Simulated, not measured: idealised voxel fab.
You're looking at the process module voxel wiring stack.
Pictured: cross-section cut, 230 nm wide, on a grid of 5 nm square cells.
Throughout this document, each cross-section is represented as a grid of square cells and is presented as a sequence of bands enumerated from the top downward, where a band comprises one or more rows of cells. The entry gives the band's vertical extent as a top height and a bottom height in nm, then its horizontal make-up as materials from left to right, each with a width in nm. "blank" stands for empty space; a single material marked "all across" fills the band edge to edge. Below 0: as-received wafer, all one material; heights counted from there. Lowest band: no bottom, goes on down, written "0 down". So if you see something like "30 to 40" for the width, read it as the top row of the band sitting at the first number and the bottom row at the second, with every row in between moving by the same amount as the last. "no alteration" for a step: no cell of the cross-section changed in that step. Each empty space that has no open way to the top and spans at least 8 cells appears under "Enclosed voids" as width x height at distance, the distance counted from the left edge, all in nm. It should be noted that, on the line of a given step, the content following the step's settings is a remark produced by the simulator itself with respect to that step. overlay nm: how far to the right of its planned place the mask lay on this masked step (negative: to the left).
## Listed below are the process steps as planned
1 RECEIVE | material Si
2 CONFORMAL_DEP | material SiO2 | thk nm 10
3 DIRECTIONAL_DEP | material TiN | thk nm 5
4 DIRECTIONAL_DEP | material Ru | thk nm 25
5 PATTERN | tone cover | mask id METAL_1 | material resist | width nm 20 | pitch nm 35 | thk nm 15 | overlay nm 0
6 DIRECTIONAL_ETCH | etch materials Ru | depth nm 25
7 DIRECTIONAL_ETCH | etch materials TiN | depth nm 5
8 STRIP | etch materials resist
9 CONFORMAL_DEP | material SiCN | thk nm 5
10 FILL_DEP | material SiO2 | thk nm 10
11 CMP | height nm 40
12 CONFORMAL_DEP | material SiCN | thk nm 5
13 DIRECTIONAL_DEP | material SiO2 | thk nm 20
14 MASKED_ETCH | tone open | mask id PLUG_1 | width nm 15 | pitch nm 70 | etch materials SiO2 | depth nm 20 | overlay nm 0
15 MASKED_ETCH | tone open | mask id PLUG_1 | width nm 15 | pitch nm 70 | etch materials SiCN | depth nm 5 | overlay nm 0
16 EPI | material Ru | thk nm 10
17 EPI | material Ru | thk nm 10
18 EPI | material Ru | thk nm 5
19 CONFORMAL_DEP | material SiCN | thk nm 5
20 DIRECTIONAL_DEP | material SiO2 | thk nm 15
21 DIRECTIONAL_DEP | material aC | thk nm 10
22 PATTERN | tone open | mask id METAL_2 | material resist | width nm 20 | pitch nm 35 | thk nm 25 | overlay nm 0
23 DIRECTIONAL_ETCH | etch materials aC | depth nm 10
24 STRIP | etch materials resist
25 DIRECTIONAL_ETCH | etch materials SiO2 | depth nm 15
26 DIRECTIONAL_ETCH | etch materials SiCN | depth nm 5
27 STRIP | etch materials aC
28 CONFORMAL_DEP | material TiN | thk nm 5
29 FILL_DEP | material Ru | thk nm 10
30 CMP | height nm 85
31 CONFORMAL_DEP | material SiCN | thk nm 5
32 DIRECTIONAL_DEP | material SiO2 | thk nm 20
33 PATTERN | tone open | mask id PLUG_2 | material resist | width nm 15 | pitch nm 70 | thk nm 20 | overlay nm 0
34 DIRECTIONAL_ETCH | etch materials SiO2 | depth nm 20
35 DIRECTIONAL_ETCH | etch materials SiCN | depth nm 5
36 STRIP | etch materials resist
37 CONFORMAL_DEP | material TiN | thk nm 5
38 FILL_DEP | material Ru | thk nm 5
39 CMP | height nm 110
40 CONFORMAL_DEP | material SiN | thk nm 5
41 DIRECTIONAL_DEP | material lowk | thk nm 20
42 PATTERN | tone open | mask id METAL_3 | material resist | width nm 20 | pitch nm 35 | thk nm 15 | overlay nm 0
43 DIRECTIONAL_ETCH | etch materials lowk | depth nm 20
44 DIRECTIONAL_ETCH | etch materials SiN | depth nm 5
45 STRIP | etch materials resist
46 CONFORMAL_DEP | material TiN | thk nm 5
47 FILL_DEP | material Cu | thk nm 5
48 CMP | height nm 135
49 CONFORMAL_DEP | material SiCN | thk nm 5
50 DIRECTIONAL_DEP | material lowk | thk nm 25
51 MASKED_ETCH | tone open | mask id METAL_4_HOLES | width nm 15 | pitch nm 35 | etch materials lowk | depth nm 25 | overlay nm 0
52 MASKED_ETCH | tone open | mask id METAL_4 | width nm 20 | pitch nm 35 | etch materials lowk | depth nm 15 | overlay nm 0
53 MASKED_ETCH | tone open | mask id METAL_4 | width nm 20 | pitch nm 35 | etch materials SiCN | depth nm 5 | overlay nm 0
54 CONFORMAL_DEP | material TiN | thk nm 5
55 FILL_DEP | material Cu | thk nm 10
56 CMP | height nm 165
57 CONFORMAL_DEP | material SiCN | thk nm 5
## Here's what the wafer looked like in cross-section when it arrived - that's after step 1
0 down | Si all across
Enclosed voids: none
## End-of-module XS, first of two wafers, run as planned
170 to 165 | SiCN all across
165 to 155 | lowk 50 nm; TiN 5 nm; Cu 10 nm; TiN 5 nm; lowk 15 nm; TiN 5 nm; Cu 10 nm; TiN 5 nm; lowk 15 nm; TiN 5 nm; Cu 10 nm; TiN 5 nm; lowk 15 nm; TiN 5 nm; Cu 10 nm; TiN 5 nm; lowk 55 nm
155 to 150 | lowk 50 nm; TiN 5 nm; Cu 5 nm; TiN 10 nm; lowk 15 nm; TiN 5 nm; Cu 5 nm; TiN 10 nm; lowk 15 nm; TiN 5 nm; Cu 5 nm; TiN 10 nm; lowk 15 nm; TiN 5 nm; Cu 5 nm; TiN 10 nm; lowk 55 nm
150 to 140 | lowk 50 nm; TiN 5 nm; Cu 5 nm; TiN 5 nm; lowk 20 nm; TiN 5 nm; Cu 5 nm; TiN 5 nm; lowk 20 nm; TiN 5 nm; Cu 5 nm; TiN 5 nm; lowk 20 nm; TiN 5 nm; Cu 5 nm; TiN 5 nm; lowk 60 nm
140 to 135 | SiCN 50 nm; TiN 15 nm; SiCN 20 nm; TiN 15 nm; SiCN 20 nm; TiN 15 nm; SiCN 20 nm; TiN 15 nm; SiCN 60 nm
135 to 115 | lowk 50 nm; TiN 5 nm; Cu 10 nm; TiN 5 nm; lowk 15 nm; TiN 5 nm; Cu 10 nm; TiN 5 nm; lowk 15 nm; TiN 5 nm; Cu 10 nm; TiN 5 nm; lowk 15 nm; TiN 5 nm; Cu 10 nm; TiN 5 nm; lowk 55 nm
115 to 110 | SiN 50 nm; TiN 20 nm; SiN 15 nm; TiN 20 nm; SiN 15 nm; TiN 20 nm; SiN 15 nm; TiN 20 nm; SiN 55 nm
110 to 90 | SiO2 50 nm; TiN 5 nm; Ru 5 nm; TiN 5 nm; SiO2 55 nm; TiN 5 nm; Ru 5 nm; TiN 5 nm; SiO2 95 nm
90 to 85 | SiCN 50 nm; TiN 15 nm; SiCN 55 nm; TiN 15 nm; SiCN 95 nm
85 to 70 | SiO2 50 nm; TiN 5 nm; Ru 10 nm; TiN 5 nm; SiO2 15 nm; TiN 5 nm; Ru 10 nm; TiN 5 nm; SiO2 15 nm; TiN 5 nm; Ru 10 nm; TiN 5 nm; SiO2 15 nm; TiN 5 nm; Ru 10 nm; TiN 5 nm; SiO2 55 nm
70 to 65 | SiCN 50 nm; TiN 20 nm; SiCN 15 nm; TiN 20 nm; SiCN 15 nm; TiN 20 nm; SiCN 15 nm; TiN 20 nm; SiCN 55 nm
65 to 45 | SiO2 50 nm; Ru 15 nm; SiO2 55 nm; Ru 15 nm; SiO2 95 nm
45 to 40 | SiCN 50 nm; Ru 15 nm; SiCN 55 nm; Ru 15 nm; SiCN 95 nm
40 to 15 | SiO2 45 nm; SiCN 5 nm; Ru 20 nm; SiCN 5 nm; SiO2 5 nm; SiCN 5 nm; Ru 20 nm; SiCN 5 nm; SiO2 5 nm; SiCN 5 nm; Ru 20 nm; SiCN 5 nm; SiO2 5 nm; SiCN 5 nm; Ru 20 nm; SiCN 5 nm; SiO2 50 nm
15 to 10 | SiCN 50 nm; TiN 20 nm; SiCN 15 nm; TiN 20 nm; SiCN 15 nm; TiN 20 nm; SiCN 15 nm; TiN 20 nm; SiCN 55 nm
10 to 0 | SiO2 all across
0 down | Si all across
Enclosed voids: none
## Here is the second of the two wafers cut open at the end of the module - same start, same plan as the first one, but we made one mistake running it
170 to 165 | SiCN all across
165 to 155 | lowk 50 nm; TiN 5 nm; Cu 10 nm; TiN 5 nm; lowk 15 nm; TiN 5 nm; Cu 10 nm; TiN 5 nm; lowk 15 nm; TiN 5 nm; Cu 10 nm; TiN 5 nm; lowk 15 nm; TiN 5 nm; Cu 10 nm; TiN 5 nm; lowk 55 nm
155 to 150 | lowk 50 nm; TiN 5 nm; Cu 5 nm; TiN 10 nm; lowk 15 nm; TiN 5 nm; Cu 5 nm; TiN 10 nm; lowk 15 nm; TiN 5 nm; Cu 5 nm; TiN 10 nm; lowk 15 nm; TiN 5 nm; Cu 5 nm; TiN 10 nm; lowk 55 nm
150 to 140 | lowk 50 nm; TiN 5 nm; Cu 5 nm; TiN 5 nm; lowk 20 nm; TiN 5 nm; Cu 5 nm; TiN 5 nm; lowk 20 nm; TiN 5 nm; Cu 5 nm; TiN 5 nm; lowk 20 nm; TiN 5 nm; Cu 5 nm; TiN 5 nm; lowk 60 nm
140 to 135 | SiCN 50 nm; TiN 15 nm; SiCN 20 nm; TiN 15 nm; SiCN 20 nm; TiN 15 nm; SiCN 20 nm; TiN 15 nm; SiCN 60 nm
135 to 115 | lowk 50 nm; TiN 5 nm; Cu 10 nm; TiN 5 nm; lowk 15 nm; TiN 5 nm; Cu 10 nm; TiN 5 nm; lowk 15 nm; TiN 5 nm; Cu 10 nm; TiN 5 nm; lowk 15 nm; TiN 5 nm; Cu 10 nm; TiN 5 nm; lowk 55 nm
115 to 110 | SiN 50 nm; TiN 20 nm; SiN 15 nm; TiN 20 nm; SiN 15 nm; TiN 20 nm; SiN 15 nm; TiN 20 nm; SiN 55 nm
110 to 90 | SiO2 50 nm; TiN 5 nm; Ru 5 nm; TiN 5 nm; SiO2 55 nm; TiN 5 nm; Ru 5 nm; TiN 5 nm; SiO2 95 nm
90 to 85 | SiCN 50 nm; TiN 15 nm; SiCN 55 nm; TiN 15 nm; SiCN 95 nm
85 to 80 | SiCN 50 nm; TiN 20 nm; SiCN 15 nm; TiN 20 nm; SiCN 15 nm; TiN 20 nm; SiCN 15 nm; TiN 20 nm; SiCN 55 nm
80 to 60 | SiO2 50 nm; SiCN 5 nm; TiN 5 nm; SiCN 5 nm; SiO2 55 nm; SiCN 5 nm; TiN 5 nm; SiCN 5 nm; SiO2 95 nm
60 to 55 | SiCN 55 nm; TiN 5 nm; SiCN 65 nm; TiN 5 nm; SiCN 100 nm
55 to 45 | SiO2 all across
45 to 40 | SiO2 45 nm; SiCN 30 nm; SiO2 5 nm; SiCN 30 nm; SiO2 5 nm; SiCN 30 nm; SiO2 5 nm; SiCN 30 nm; SiO2 50 nm
40 to 15 | SiO2 45 nm; SiCN 5 nm; Ru 20 nm; SiCN 5 nm; SiO2 5 nm; SiCN 5 nm; Ru 20 nm; SiCN 5 nm; SiO2 5 nm; SiCN 5 nm; Ru 20 nm; SiCN 5 nm; SiO2 5 nm; SiCN 5 nm; Ru 20 nm; SiCN 5 nm; SiO2 50 nm
15 to 10 | SiCN 50 nm; TiN 20 nm; SiCN 15 nm; TiN 20 nm; SiCN 15 nm; TiN 20 nm; SiCN 15 nm; TiN 20 nm; SiCN 55 nm
10 to 0 | SiO2 all across
0 down | Si all across
Enclosed voids: none
Against the plan, the run slipped here: step 11 was left out
FYI, end of process, the second wafer has more or fewer cells of some materials than the first: Ru -54; SiCN +44; SiO2 +24; TiN -14
